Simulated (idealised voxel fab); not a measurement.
The document below concerns the process module designated voxel gate over fins.
295 nm wide, 5 nm square cells: that's cross-section cut.
Each cross-section below is a grid of square cells, stated as bands in top-down order, with one or more rows of cells making up each band.
This entry defines a band. It first specifies the height of the band's top and the height of its bottom in nm, and then specifies the band's materials from left to right, stating each material with its width in nm. The word "everywhere" identifies a single material that fills the band from edge to edge, while the word "empty" identifies empty space.
Measure heights from 0. That's the level where, below it, the as-received wafer is all one material. The lowest band is bottomless and extends downward; write it as in "0..down".
Think of "30->40" as a width that walks from the first number to the second as you go down the band, top row to bottom row, taking equal-sized steps from row to row.
Step note "stayed the same" = no cross-section cell changed.
Each empty space that has no open way to the top and spans at least 8 cells appears under "Enclosed void listing" as width x height at distance, the distance counted from the left edge, all in nm.
Step line, after settings: the simulator's comment on this step.
overlay nm: how far to the right of its planned place the mask lay on this masked step (negative: to the left).
Read the rest as pairs. Take the cross-section before one process step, then the cross-section after it, which shows only down to the lowest band that changed. Under the pair, find the step between them and its settings. Bear in mind that pairs may come from different runs of this module on the same starting wafer: link a pair to the pair above it only where its entry headed "Pre-step geometry" says to.

Pre-step geometry:
	0..down: Si everywhere
	Enclosed void listing: none

Sectional Result:
	10..0: SiN everywhere
	All layers under 0 are left as they were.
	Enclosed void listing: none
Between the cross-sections above, the step performed was CONFORMAL_DEP [material SiN] [thk nm 10]

Pre-step geometry: look at the pair above, its after cross-section is where this step starts.

Sectional Result:
	10..0: 110 nm empty | 15 nm SiN | 40 nm empty | 15 nm SiN | 115 nm empty
	All layers under 0 are left as they were.
	Enclosed void listing: none
Between the cross-sections above, the step performed was MASKED_ETCH [tone cover] [mask id FINS] [width nm 15] [pitch nm 55] [etch materials SiN] [depth nm 10] [overlay nm 0]

Pre-step geometry: look at the pair above, its after cross-section is where this step starts.

Sectional Result:
	10..0: 110 nm empty | 15 nm SiN | 40 nm empty | 15 nm SiN | 115 nm empty
	0..-30: 110 nm empty | 15 nm Si | 40 nm empty | 15 nm Si | 115 nm empty
	All layers under -30 are left as they were.
	Enclosed void listing: none
Between the cross-sections above, the step performed was MASKED_ETCH [tone cover] [mask id FINS] [width nm 15] [pitch nm 55] [etch materials Si] [depth nm 30] [overlay nm 0]

Pre-step geometry: look at the pair above, its after cross-section is where this step starts.

Sectional Result:
	10..0: 110 nm empty | 15 nm SiN | 40 nm empty | 15 nm SiN | 115 nm empty
	0..-30: 110 nm empty | 5 nm SiO2 | 5 nm Si | 5 nm SiO2 | 40 nm empty | 5 nm SiO2 | 5 nm Si | 5 nm SiO2 | 115 nm empty
	-30..-35: 115 nm SiO2 | 5 nm Si | 50 nm SiO2 | 5 nm Si | 120 nm SiO2
	All layers under -35 are left as they were.
	Enclosed void listing: none
Between the cross-sections above, the step performed was OXIDIZE [depth nm 5]

Pre-step geometry: look at the pair above, its after cross-section is where this step starts.

Sectional Result:
	15..10: SiO2 everywhere
	10..0: 110 nm SiO2 | 15 nm SiN | 40 nm SiO2 | 15 nm SiN | 115 nm SiO2
	0..-35: 115 nm SiO2 | 5 nm Si | 50 nm SiO2 | 5 nm Si | 120 nm SiO2
	All layers under -35 are left as they were.
	Enclosed void listing: none
Between the cross-sections above, the step performed was FILL_DEP [material SiO2] [thk nm 5]

Pre-step geometry: look at the pair above, its after cross-section is where this step starts.

Sectional Result:
	10..0: 110 nm SiO2 | 15 nm SiN | 40 nm SiO2 | 15 nm SiN | 115 nm SiO2
	All layers under 0 are left as they were.
	Enclosed void listing: none
Between the cross-sections above, the step performed was CMP [height nm 10]

Pre-step geometry: look at the pair above, its after cross-section is where this step starts.

Sectional Result:
	10..0: 110 nm SiO2 | 15 nm SiN | 10 nm SiO2 | 15 nm empty | 15 nm SiO2 | 15 nm SiN | 115 nm SiO2
	0..-25: 115 nm SiO2 | 5 nm Si | 15 nm SiO2 | 15 nm empty | 20 nm SiO2 | 5 nm Si | 120 nm SiO2
	All layers under -25 are left as they were.
	Enclosed void listing: none
Between the cross-sections above, the step performed was MASKED_ETCH [tone open] [mask id RAIL] [width nm 15] [etch materials SiO2] [depth nm 35] [overlay nm 0]

Pre-step geometry: look at the pair above, its after cross-section is where this step starts.

Sectional Result:
	15..10: 140 nm TiN | 5 nm empty | 150 nm TiN
	10..0: 110 nm SiO2 | 15 nm SiN | 10 nm SiO2 | 5 nm TiN | 5 nm empty | 5 nm TiN | 15 nm SiO2 | 15 nm SiN | 115 nm SiO2
	0..-20: 115 nm SiO2 | 5 nm Si | 15 nm SiO2 | 5 nm TiN | 5 nm empty | 5 nm TiN | 20 nm SiO2 | 5 nm Si | 120 nm SiO2
	-20..-25: 115 nm SiO2 | 5 nm Si | 15 nm SiO2 | 15 nm TiN | 20 nm SiO2 | 5 nm Si | 120 nm SiO2
	All layers under -25 are left as they were.
	Enclosed void listing: none
Between the cross-sections above, the step performed was CONFORMAL_DEP [material TiN] [thk nm 5]

Pre-step geometry: look at the pair above, its after cross-section is where this step starts.

Sectional Result:
	25..15: W everywhere
	15..10: 140 nm TiN | 5 nm W | 150 nm TiN
	10..0: 110 nm SiO2 | 15 nm SiN | 10 nm SiO2 | 5 nm TiN | 5 nm W | 5 nm TiN | 15 nm SiO2 | 15 nm SiN | 115 nm SiO2
	0..-20: 115 nm SiO2 | 5 nm Si | 15 nm SiO2 | 5 nm TiN | 5 nm W | 5 nm TiN | 20 nm SiO2 | 5 nm Si | 120 nm SiO2
	All layers under -20 are left as they were.
	Enclosed void listing: none
Between the cross-sections above, the step performed was FILL_DEP [material W] [thk nm 10]

Pre-step geometry: look at the pair above, its after cross-section is where this step starts.

Sectional Result:
	10..0: 110 nm SiO2 | 15 nm SiN | 10 nm SiO2 | 5 nm TiN | 5 nm W | 5 nm TiN | 15 nm SiO2 | 15 nm SiN | 115 nm SiO2
	All layers under 0 are left as they were.
	Enclosed void listing: none
Between the cross-sections above, the step performed was CMP [height nm 10]

Pre-step geometry: look at the pair above, its after cross-section is where this step starts.

Sectional Result:
	10..0: 110 nm SiO2 | 15 nm SiN | 10 nm SiO2 | 15 nm empty | 15 nm SiO2 | 15 nm SiN | 115 nm SiO2
	0..-20: 115 nm SiO2 | 5 nm Si | 15 nm SiO2 | 15 nm empty | 20 nm SiO2 | 5 nm Si | 120 nm SiO2
	All layers under -20 are left as they were.
	Enclosed void listing: none
Between the cross-sections above, the step performed was SELECTIVE_ETCH [etch materials W Ru TiN] [depth nm 30]

Pre-step geometry: look at the pair above, its after cross-section is where this step starts.

Sectional Result:
	15..10: SiO2 everywhere
	10..0: 110 nm SiO2 | 15 nm SiN | 40 nm SiO2 | 15 nm SiN | 115 nm SiO2
	0..-20: 115 nm SiO2 | 5 nm Si | 50 nm SiO2 | 5 nm Si | 120 nm SiO2
	All layers under -20 are left as they were.
	Enclosed void listing: none
Between the cross-sections above, the step performed was FILL_DEP [material SiO2] [thk nm 5]

Pre-step geometry: look at the pair above, its after cross-section is where this step starts.

Sectional Result:
	10..0: 110 nm SiO2 | 15 nm SiN | 40 nm SiO2 | 15 nm SiN | 115 nm SiO2
	All layers under 0 are left as they were.
	Enclosed void listing: none
Between the cross-sections above, the step performed was CMP [height nm 10]

Pre-step geometry: look at the pair above, its after cross-section is where this step starts.

Sectional Result:
	10..0: 110 nm empty | 15 nm SiN | 40 nm empty | 15 nm SiN | 115 nm empty
	0..-15: 115 nm empty | 5 nm Si | 50 nm empty | 5 nm Si | 120 nm empty
	All layers under -15 are left as they were.
	Enclosed void listing: none
Between the cross-sections above, the step performed was SELECTIVE_ETCH [etch materials SiO2] [depth nm 25]

Pre-step geometry: look at the pair above, its after cross-section is where this step starts.

Sectional Result:
	0..-15: 115 nm empty | 5 nm Si | 50 nm empty | 5 nm Si | 120 nm empty
	All layers under -15 are left as they were.
	Enclosed void listing: none
Between the cross-sections above, the step performed was STRIP [etch materials SiN]

Pre-step geometry: look at the pair above, its after cross-section is where this step starts.

Sectional Result:
	5..0: 110 nm empty | 15 nm HfO2 | 40 nm empty | 15 nm HfO2 | 115 nm empty
	0..-10: 110 nm empty | 5 nm HfO2 | 5 nm Si | 5 nm HfO2 | 40 nm empty | 5 nm HfO2 | 5 nm Si | 5 nm HfO2 | 115 nm empty
	-10..-15: 115 nm HfO2 | 5 nm Si | 50 nm HfO2 | 5 nm Si | 120 nm HfO2
	All layers under -15 are left as they were.
	Enclosed void listing: none
Between the cross-sections above, the step performed was CONFORMAL_DEP [material HfO2] [thk nm 5]

Pre-step geometry: look at the pair above, its after cross-section is where this step starts.

Sectional Result:
	10..5: 105 nm empty | 25 nm TiN | 30 nm empty | 25 nm TiN | 110 nm empty
	5..0: 105 nm empty | 5 nm TiN | 15 nm HfO2 | 5 nm TiN | 30 nm empty | 5 nm TiN | 15 nm HfO2 | 5 nm TiN | 110 nm empty
	0..-5: 105 nm empty | 5 nm TiN | 5 nm HfO2 | 5 nm Si | 5 nm HfO2 | 5 nm TiN | 30 nm empty | 5 nm TiN | 5 nm HfO2 | 5 nm Si | 5 nm HfO2 | 5 nm TiN | 110 nm empty
	-5..-10: 110 nm TiN | 5 nm HfO2 | 5 nm Si | 5 nm HfO2 | 40 nm TiN | 5 nm HfO2 | 5 nm Si | 5 nm HfO2 | 115 nm TiN
	All layers under -10 are left as they were.
	Enclosed void listing: none
Between the cross-sections above, the step performed was CONFORMAL_DEP [material TiN] [thk nm 5]

Pre-step geometry: look at the pair above, its after cross-section is where this step starts.

Sectional Result:
	20..10: W everywhere
	10..5: 105 nm W | 25 nm TiN | 30 nm W | 25 nm TiN | 110 nm W
	5..0: 105 nm W | 5 nm TiN | 15 nm HfO2 | 5 nm TiN | 30 nm W | 5 nm TiN | 15 nm HfO2 | 5 nm TiN | 110 nm W
	0..-5: 105 nm W | 5 nm TiN | 5 nm HfO2 | 5 nm Si | 5 nm HfO2 | 5 nm TiN | 30 nm W | 5 nm TiN | 5 nm HfO2 | 5 nm Si | 5 nm HfO2 | 5 nm TiN | 110 nm W
	All layers under -5 are left as they were.
	Enclosed void listing: none
Between the cross-sections above, the step performed was FILL_DEP [material W] [thk nm 10]

Pre-step geometry: look at the pair above, its after cross-section is where this step starts.

Sectional Result:
	15..10: W everywhere
	All layers under 10 are left as they were.
	Enclosed void listing: none
Between the cross-sections above, the step performed was CMP [height nm 15]

Pre-step geometry: look at the pair above, its after cross-section is where this step starts.

Sectional Result:
	20..15: SiN everywhere
	All layers under 15 are left as they were.
	Enclosed void listing: none
Between the cross-sections above, the step performed was CONFORMAL_DEP [material SiN] [thk nm 5]

Pre-step geometry:
	25..15: W everywhere
	15..10: 140 nm TiN | 5 nm W | 150 nm TiN
	10..0: 110 nm SiO2 | 15 nm SiN | 10 nm SiO2 | 5 nm TiN | 5 nm W | 5 nm TiN | 15 nm SiO2 | 15 nm SiN | 115 nm SiO2
	0..-20: 115 nm SiO2 | 5 nm Si | 15 nm SiO2 | 5 nm TiN | 5 nm W | 5 nm TiN | 20 nm SiO2 | 5 nm Si | 120 nm SiO2
	-20..-25: 115 nm SiO2 | 5 nm Si | 15 nm SiO2 | 15 nm TiN | 20 nm SiO2 | 5 nm Si | 120 nm SiO2
	-25..-35: 115 nm SiO2 | 5 nm Si | 50 nm SiO2 | 5 nm Si | 120 nm SiO2
	-35..down: Si everywhere
	Enclosed void listing: none

Sectional Result:
	10..0: 110 nm SiO2 | 15 nm SiN | 10 nm SiO2 | 15 nm empty | 15 nm SiO2 | 15 nm SiN | 115 nm SiO2
	0..-5: 115 nm SiO2 | 5 nm Si | 15 nm SiO2 | 15 nm empty | 20 nm SiO2 | 5 nm Si | 120 nm SiO2
	All layers under -5 are left as they were.
	Enclosed void listing: none
Between the cross-sections above, the step performed was SELECTIVE_ETCH [etch materials W Ru TiN] [depth nm 30]

Pre-step geometry: look at the pair above, its after cross-section is where this step starts.

Sectional Result:
	15..10: SiO2 everywhere
	10..0: 110 nm SiO2 | 15 nm SiN | 40 nm SiO2 | 15 nm SiN | 115 nm SiO2
	0..-5: 115 nm SiO2 | 5 nm Si | 50 nm SiO2 | 5 nm Si | 120 nm SiO2
	All layers under -5 are left as they were.
	Enclosed void listing: none
Between the cross-sections above, the step performed was FILL_DEP [material SiO2] [thk nm 5]

Pre-step geometry: look at the pair above, its after cross-section is where this step starts.

Sectional Result:
	10..0: 110 nm SiO2 | 15 nm SiN | 40 nm SiO2 | 15 nm SiN | 115 nm SiO2
	All layers under 0 are left as they were.
	Enclosed void listing: none
Between the cross-sections above, the step performed was CMP [height nm 10]

Pre-step geometry: look at the pair above, its after cross-section is where this step starts.

Sectional Result:
	10..0: 110 nm empty | 15 nm SiN | 40 nm empty | 15 nm SiN | 115 nm empty
	0..-5: 115 nm empty | 5 nm Si | 50 nm empty | 5 nm Si | 120 nm empty
	-5..-15: 115 nm empty | 5 nm Si | 15 nm empty | 5 nm TiN | 5 nm W | 5 nm TiN | 20 nm empty | 5 nm Si | 120 nm empty
	All layers under -15 are left as they were.
	Enclosed void listing: none
Between the cross-sections above, the step performed was SELECTIVE_ETCH [etch materials SiO2] [depth nm 25]

Pre-step geometry: look at the pair above, its after cross-section is where this step starts.

Sectional Result:
	0..-5: 115 nm empty | 5 nm Si | 50 nm empty | 5 nm Si | 120 nm empty
	All layers under -5 are left as they were.
	Enclosed void listing: none
Between the cross-sections above, the step performed was STRIP [etch materials SiN]

Pre-step geometry: look at the pair above, its after cross-section is where this step starts.

Sectional Result:
	5..0: 110 nm empty | 15 nm HfO2 | 40 nm empty | 15 nm HfO2 | 115 nm empty
	0..-5: 110 nm empty | 5 nm HfO2 | 5 nm Si | 5 nm HfO2 | 5 nm empty | 25 nm HfO2 | 10 nm empty | 5 nm HfO2 | 5 nm Si | 5 nm HfO2 | 115 nm empty
	-5..-10: 110 nm empty | 5 nm HfO2 | 5 nm Si | 5 nm HfO2 | 5 nm empty | 5 nm HfO2 | 5 nm TiN | 5 nm W | 5 nm TiN | 5 nm HfO2 | 10 nm empty | 5 nm HfO2 | 5 nm Si | 5 nm HfO2 | 115 nm empty
	-10..-15: 115 nm HfO2 | 5 nm Si | 15 nm HfO2 | 5 nm TiN | 5 nm W | 5 nm TiN | 20 nm HfO2 | 5 nm Si | 120 nm HfO2
	All layers under -15 are left as they were.
	Enclosed void listing: none
Between the cross-sections above, the step performed was CONFORMAL_DEP [material HfO2] [thk nm 5]

Pre-step geometry: look at the pair above, its after cross-section is where this step starts.

Sectional Result:
	10..5: 105 nm empty | 25 nm TiN | 30 nm empty | 25 nm TiN | 110 nm empty
	5..0: 105 nm empty | 5 nm TiN | 15 nm HfO2 | 40 nm TiN | 15 nm HfO2 | 5 nm TiN | 110 nm empty
	0..-5: 105 nm empty | 5 nm TiN | 5 nm HfO2 | 5 nm Si | 5 nm HfO2 | 5 nm TiN | 25 nm HfO2 | 10 nm TiN | 5 nm HfO2 | 5 nm Si | 5 nm HfO2 | 5 nm TiN | 110 nm empty
	-5..-10: 110 nm TiN | 5 nm HfO2 | 5 nm Si | 5 nm HfO2 | 5 nm TiN | 5 nm HfO2 | 5 nm TiN | 5 nm W | 5 nm TiN | 5 nm HfO2 | 10 nm TiN | 5 nm HfO2 | 5 nm Si | 5 nm HfO2 | 115 nm TiN
	All layers under -10 are left as they were.
	Enclosed void listing: none
Between the cross-sections above, the step performed was CONFORMAL_DEP [material TiN] [thk nm 5]

Pre-step geometry: look at the pair above, its after cross-section is where this step starts.

Sectional Result:
	20..10: W everywhere
	10..5: 105 nm W | 25 nm TiN | 30 nm W | 25 nm TiN | 110 nm W
	5..0: 105 nm W | 5 nm TiN | 15 nm HfO2 | 40 nm TiN | 15 nm HfO2 | 5 nm TiN | 110 nm W
	0..-5: 105 nm W | 5 nm TiN | 5 nm HfO2 | 5 nm Si | 5 nm HfO2 | 5 nm TiN | 25 nm HfO2 | 10 nm TiN | 5 nm HfO2 | 5 nm Si | 5 nm HfO2 | 5 nm TiN | 110 nm W
	All layers under -5 are left as they were.
	Enclosed void listing: none
Between the cross-sections above, the step performed was FILL_DEP [material W] [thk nm 10]

Pre-step geometry: look at the pair above, its after cross-section is where this step starts.

Sectional Result:
	15..10: W everywhere
	All layers under 10 are left as they were.
	Enclosed void listing: none
Between the cross-sections above, the step performed was CMP [height nm 15]

Pre-step geometry: look at the pair above, its after cross-section is where this step starts.

Sectional Result:
	20..15: SiN everywhere
	All layers under 15 are left as they were.
	Enclosed void listing: none
Between the cross-sections above, the step performed was CONFORMAL_DEP [material SiN] [thk nm 5]

Pre-step geometry:
	10..0: 110 nm empty | 15 nm SiN | 40 nm empty | 15 nm SiN | 115 nm empty
	0..-30: 110 nm empty | 15 nm Si | 40 nm empty | 15 nm Si | 115 nm empty
	-30..down: Si everywhere
	Enclosed void listing: none

Sectional Result:
	10..0: 110 nm empty | 15 nm SiN | 40 nm empty | 15 nm SiN | 115 nm empty
	0..-60: 110 nm empty | 15 nm Si | 40 nm empty | 15 nm Si | 115 nm empty
	All layers under -60 are left as they were.
	Enclosed void listing: none
Between the cross-sections above, the step performed was MASKED_ETCH [tone cover] [mask id FINS] [width nm 15] [pitch nm 55] [etch materials Si] [depth nm 30] [overlay nm 0]

Pre-step geometry: look at the pair above, its after cross-section is where this step starts.

Sectional Result:
	10..0: 110 nm empty | 15 nm SiN | 40 nm empty | 15 nm SiN | 115 nm empty
	0..-60: 110 nm empty | 5 nm SiO2 | 5 nm Si | 5 nm SiO2 | 40 nm empty | 5 nm SiO2 | 5 nm Si | 5 nm SiO2 | 115 nm empty
	-60..-65: 115 nm SiO2 | 5 nm Si | 50 nm SiO2 | 5 nm Si | 120 nm SiO2
	All layers under -65 are left as they were.
	Enclosed void listing: none
Between the cross-sections above, the step performed was OXIDIZE [depth nm 5]

Pre-step geometry: look at the pair above, its after cross-section is where this step starts.

Sectional Result:
	15..10: SiO2 everywhere
	10..0: 110 nm SiO2 | 15 nm SiN | 40 nm SiO2 | 15 nm SiN | 115 nm SiO2
	0..-65: 115 nm SiO2 | 5 nm Si | 50 nm SiO2 | 5 nm Si | 120 nm SiO2
	All layers under -65 are left as they were.
	Enclosed void listing: none
Between the cross-sections above, the step performed was FILL_DEP [material SiO2] [thk nm 5]

Pre-step geometry: look at the pair above, its after cross-section is where this step starts.

Sectional Result:
	10..0: 110 nm SiO2 | 15 nm SiN | 40 nm SiO2 | 15 nm SiN | 115 nm SiO2
	All layers under 0 are left as they were.
	Enclosed void listing: none
Between the cross-sections above, the step performed was CMP [height nm 10]

Pre-step geometry: look at the pair above, its after cross-section is where this step starts.

Sectional Result:
	10..0: 110 nm SiO2 | 15 nm SiN | 10 nm SiO2 | 15 nm empty | 15 nm SiO2 | 15 nm SiN | 115 nm SiO2
	0..-25: 115 nm SiO2 | 5 nm Si | 15 nm SiO2 | 15 nm empty | 20 nm SiO2 | 5 nm Si | 120 nm SiO2
	All layers under -25 are left as they were.
	Enclosed void listing: none
Between the cross-sections above, the step performed was MASKED_ETCH [tone open] [mask id RAIL] [width nm 15] [etch materials SiO2] [depth nm 35] [overlay nm 0]

Pre-step geometry: look at the pair above, its after cross-section is where this step starts.

Sectional Result:
	15..10: 140 nm TiN | 5 nm empty | 150 nm TiN
	10..0: 110 nm SiO2 | 15 nm SiN | 10 nm SiO2 | 5 nm TiN | 5 nm empty | 5 nm TiN | 15 nm SiO2 | 15 nm SiN | 115 nm SiO2
	0..-20: 115 nm SiO2 | 5 nm Si | 15 nm SiO2 | 5 nm TiN | 5 nm empty | 5 nm TiN | 20 nm SiO2 | 5 nm Si | 120 nm SiO2
	-20..-25: 115 nm SiO2 | 5 nm Si | 15 nm SiO2 | 15 nm TiN | 20 nm SiO2 | 5 nm Si | 120 nm SiO2
	All layers under -25 are left as they were.
	Enclosed void listing: none
Between the cross-sections above, the step performed was CONFORMAL_DEP [material TiN] [thk nm 5]

Pre-step geometry: look at the pair above, its after cross-section is where this step starts.

Sectional Result:
	25..15: W everywhere
	15..10: 140 nm TiN | 5 nm W | 150 nm TiN
	10..0: 110 nm SiO2 | 15 nm SiN | 10 nm SiO2 | 5 nm TiN | 5 nm W | 5 nm TiN | 15 nm SiO2 | 15 nm SiN | 115 nm SiO2
	0..-20: 115 nm SiO2 | 5 nm Si | 15 nm SiO2 | 5 nm TiN | 5 nm W | 5 nm TiN | 20 nm SiO2 | 5 nm Si | 120 nm SiO2
	All layers under -20 are left as they were.
	Enclosed void listing: none
Between the cross-sections above, the step performed was FILL_DEP [material W] [thk nm 10]

Pre-step geometry: look at the pair above, its after cross-section is where this step starts.

Sectional Result:
	10..0: 110 nm SiO2 | 15 nm SiN | 10 nm SiO2 | 5 nm TiN | 5 nm W | 5 nm TiN | 15 nm SiO2 | 15 nm SiN | 115 nm SiO2
	All layers under 0 are left as they were.
	Enclosed void listing: none
Between the cross-sections above, the step performed was CMP [height nm 10]

Pre-step geometry: look at the pair above, its after cross-section is where this step starts.

Sectional Result:
	10..0: 110 nm SiO2 | 15 nm SiN | 10 nm SiO2 | 15 nm empty | 15 nm SiO2 | 15 nm SiN | 115 nm SiO2
	0..-20: 115 nm SiO2 | 5 nm Si | 15 nm SiO2 | 15 nm empty | 20 nm SiO2 | 5 nm Si | 120 nm SiO2
	All layers under -20 are left as they were.
	Enclosed void listing: none
Between the cross-sections above, the step performed was SELECTIVE_ETCH [etch materials W Ru TiN] [depth nm 30]

Pre-step geometry: look at the pair above, its after cross-section is where this step starts.

Sectional Result:
	15..10: SiO2 everywhere
	10..0: 110 nm SiO2 | 15 nm SiN | 40 nm SiO2 | 15 nm SiN | 115 nm SiO2
	0..-20: 115 nm SiO2 | 5 nm Si | 50 nm SiO2 | 5 nm Si | 120 nm SiO2
	All layers under -20 are left as they were.
	Enclosed void listing: none
Between the cross-sections above, the step performed was FILL_DEP [material SiO2] [thk nm 5]

Pre-step geometry: look at the pair above, its after cross-section is where this step starts.

Sectional Result:
	10..0: 110 nm SiO2 | 15 nm SiN | 40 nm SiO2 | 15 nm SiN | 115 nm SiO2
	All layers under 0 are left as they were.
	Enclosed void listing: none
Between the cross-sections above, the step performed was CMP [height nm 10]

Pre-step geometry: look at the pair above, its after cross-section is where this step starts.

Sectional Result:
	10..0: 110 nm empty | 15 nm SiN | 40 nm empty | 15 nm SiN | 115 nm empty
	0..-15: 115 nm empty | 5 nm Si | 50 nm empty | 5 nm Si | 120 nm empty
	All layers under -15 are left as they were.
	Enclosed void listing: none
Between the cross-sections above, the step performed was SELECTIVE_ETCH [etch materials SiO2] [depth nm 25]

Pre-step geometry: look at the pair above, its after cross-section is where this step starts.

Sectional Result:
	0..-15: 115 nm empty | 5 nm Si | 50 nm empty | 5 nm Si | 120 nm empty
	All layers under -15 are left as they were.
	Enclosed void listing: none
Between the cross-sections above, the step performed was STRIP [etch materials SiN]

Pre-step geometry: look at the pair above, its after cross-section is where this step starts.

Sectional Result:
	5..0: 110 nm empty | 15 nm HfO2 | 40 nm empty | 15 nm HfO2 | 115 nm empty
	0..-10: 110 nm empty | 5 nm HfO2 | 5 nm Si | 5 nm HfO2 | 40 nm empty | 5 nm HfO2 | 5 nm Si | 5 nm HfO2 | 115 nm empty
	-10..-15: 115 nm HfO2 | 5 nm Si | 50 nm HfO2 | 5 nm Si | 120 nm HfO2
	All layers under -15 are left as they were.
	Enclosed void listing: none
Between the cross-sections above, the step performed was CONFORMAL_DEP [material HfO2] [thk nm 5]

Pre-step geometry: look at the pair above, its after cross-section is where this step starts.

Sectional Result:
	10..5: 105 nm empty | 25 nm TiN | 30 nm empty | 25 nm TiN | 110 nm empty
	5..0: 105 nm empty | 5 nm TiN | 15 nm HfO2 | 5 nm TiN | 30 nm empty | 5 nm TiN | 15 nm HfO2 | 5 nm TiN | 110 nm empty
	0..-5: 105 nm empty | 5 nm TiN | 5 nm HfO2 | 5 nm Si | 5 nm HfO2 | 5 nm TiN | 30 nm empty | 5 nm TiN | 5 nm HfO2 | 5 nm Si | 5 nm HfO2 | 5 nm TiN | 110 nm empty
	-5..-10: 110 nm TiN | 5 nm HfO2 | 5 nm Si | 5 nm HfO2 | 40 nm TiN | 5 nm HfO2 | 5 nm Si | 5 nm HfO2 | 115 nm TiN
	All layers under -10 are left as they were.
	Enclosed void listing: none
Between the cross-sections above, the step performed was CONFORMAL_DEP [material TiN] [thk nm 5]

Pre-step geometry: look at the pair above, its after cross-section is where this step starts.

Sectional Result:
	20..10: W everywhere
	10..5: 105 nm W | 25 nm TiN | 30 nm W | 25 nm TiN | 110 nm W
	5..0: 105 nm W | 5 nm TiN | 15 nm HfO2 | 5 nm TiN | 30 nm W | 5 nm TiN | 15 nm HfO2 | 5 nm TiN | 110 nm W
	0..-5: 105 nm W | 5 nm TiN | 5 nm HfO2 | 5 nm Si | 5 nm HfO2 | 5 nm TiN | 30 nm W | 5 nm TiN | 5 nm HfO2 | 5 nm Si | 5 nm HfO2 | 5 nm TiN | 110 nm W
	All layers under -5 are left as they were.
	Enclosed void listing: none
Between the cross-sections above, the step performed was FILL_DEP [material W] [thk nm 10]

Pre-step geometry: look at the pair above, its after cross-section is where this step starts.

Sectional Result:
	15..10: W everywhere
	All layers under 10 are left as they were.
	Enclosed void listing: none
Between the cross-sections above, the step performed was CMP [height nm 15]

Pre-step geometry: look at the pair above, its after cross-section is where this step starts.

Sectional Result:
	20..15: SiN everywhere
	All layers under 15 are left as they were.
	Enclosed void listing: none
Between the cross-sections above, the step performed was CONFORMAL_DEP [material SiN] [thk nm 5]

Pre-step geometry:
	0..-15: 115 nm empty | 5 nm Si | 50 nm empty | 5 nm Si | 120 nm empty
	-15..-20: 115 nm SiO2 | 5 nm Si | 50 nm SiO2 | 5 nm Si | 120 nm SiO2
	-20..-25: 115 nm SiO2 | 5 nm Si | 15 nm SiO2 | 15 nm TiN | 20 nm SiO2 | 5 nm Si | 120 nm SiO2
	-25..-35: 115 nm SiO2 | 5 nm Si | 50 nm SiO2 | 5 nm Si | 120 nm SiO2
	-35..down: Si everywhere
	Enclosed void listing: none

Sectional Result:
	5..0: 110 nm empty | 15 nm TiN | 40 nm empty | 15 nm TiN | 115 nm empty
	0..-10: 110 nm empty | 5 nm TiN | 5 nm Si | 5 nm TiN | 40 nm empty | 5 nm TiN | 5 nm Si | 5 nm TiN | 115 nm empty
	-10..-15: 115 nm TiN | 5 nm Si | 50 nm TiN | 5 nm Si | 120 nm TiN
	All layers under -15 are left as they were.
	Enclosed void listing: none
Between the cross-sections above, the step performed was CONFORMAL_DEP [material TiN] [thk nm 5]

Pre-step geometry: look at the pair above, its after cross-section is where this step starts.

Sectional Result:
	10..5: 105 nm empty | 25 nm HfO2 | 30 nm empty | 25 nm HfO2 | 110 nm empty
	5..0: 105 nm empty | 5 nm HfO2 | 15 nm TiN | 5 nm HfO2 | 30 nm empty | 5 nm HfO2 | 15 nm TiN | 5 nm HfO2 | 110 nm empty
	0..-5: 105 nm empty | 5 nm HfO2 | 5 nm TiN | 5 nm Si | 5 nm TiN | 5 nm HfO2 | 30 nm empty | 5 nm HfO2 | 5 nm TiN | 5 nm Si | 5 nm TiN | 5 nm HfO2 | 110 nm empty
	-5..-10: 110 nm HfO2 | 5 nm TiN | 5 nm Si | 5 nm TiN | 40 nm HfO2 | 5 nm TiN | 5 nm Si | 5 nm TiN | 115 nm HfO2
	All layers under -10 are left as they were.
	Enclosed void listing: none
Between the cross-sections above, the step performed was CONFORMAL_DEP [material HfO2] [thk nm 5]

Pre-step geometry: look at the pair above, its after cross-section is where this step starts.

Sectional Result:
	20..10: W everywhere
	10..5: 105 nm W | 25 nm HfO2 | 30 nm W | 25 nm HfO2 | 110 nm W
	5..0: 105 nm W | 5 nm HfO2 | 15 nm TiN | 5 nm HfO2 | 30 nm W | 5 nm HfO2 | 15 nm TiN | 5 nm HfO2 | 110 nm W
	0..-5: 105 nm W | 5 nm HfO2 | 5 nm TiN | 5 nm Si | 5 nm TiN | 5 nm HfO2 | 30 nm W | 5 nm HfO2 | 5 nm TiN | 5 nm Si | 5 nm TiN | 5 nm HfO2 | 110 nm W
	All layers under -5 are left as they were.
	Enclosed void listing: none
Between the cross-sections above, the step performed was FILL_DEP [material W] [thk nm 10]

Pre-step geometry: look at the pair above, its after cross-section is where this step starts.

Sectional Result:
	15..10: W everywhere
	All layers under 10 are left as they were.
	Enclosed void listing: none
Between the cross-sections above, the step performed was CMP [height nm 15]

Pre-step geometry: look at the pair above, its after cross-section is where this step starts.

Sectional Result:
	20..15: SiN everywhere
	All layers under 15 are left as they were.
	Enclosed void listing: none
Between the cross-sections above, the step performed was CONFORMAL_DEP [material SiN] [thk nm 5]

Pre-step geometry:
	5..0: 110 nm empty | 15 nm HfO2 | 40 nm empty | 15 nm HfO2 | 115 nm empty
	0..-10: 110 nm empty | 5 nm HfO2 | 5 nm Si | 5 nm HfO2 | 40 nm empty | 5 nm HfO2 | 5 nm Si | 5 nm HfO2 | 115 nm empty
	-10..-15: 115 nm HfO2 | 5 nm Si | 50 nm HfO2 | 5 nm Si | 120 nm HfO2
	-15..-20: 115 nm SiO2 | 5 nm Si | 50 nm SiO2 | 5 nm Si | 120 nm SiO2
	-20..-25: 115 nm SiO2 | 5 nm Si | 15 nm SiO2 | 15 nm TiN | 20 nm SiO2 | 5 nm Si | 120 nm SiO2
	-25..-35: 115 nm SiO2 | 5 nm Si | 50 nm SiO2 | 5 nm Si | 120 nm SiO2
	-35..down: Si everywhere
	Enclosed void listing: none

Sectional Result:
	20..5: 95 nm empty | 45 nm TiN | 10 nm empty | 45 nm TiN | 100 nm empty
	5..0: 110 nm TiN | 15 nm HfO2 | 40 nm TiN | 15 nm HfO2 | 115 nm TiN
	0..-10: 110 nm TiN | 5 nm HfO2 | 5 nm Si | 5 nm HfO2 | 40 nm TiN | 5 nm HfO2 | 5 nm Si | 5 nm HfO2 | 115 nm TiN
	All layers under -10 are left as they were.
	Enclosed void listing: none
Between the cross-sections above, the step performed was CONFORMAL_DEP [material TiN] [thk nm 15]

Pre-step geometry: look at the pair above, its after cross-section is where this step starts.

Sectional Result:
	30..20: W everywhere
	20..5: 95 nm W | 45 nm TiN | 10 nm W | 45 nm TiN | 100 nm W
	All layers under 5 are left as they were.
	Enclosed void listing: none
Between the cross-sections above, the step performed was FILL_DEP [material W] [thk nm 10]
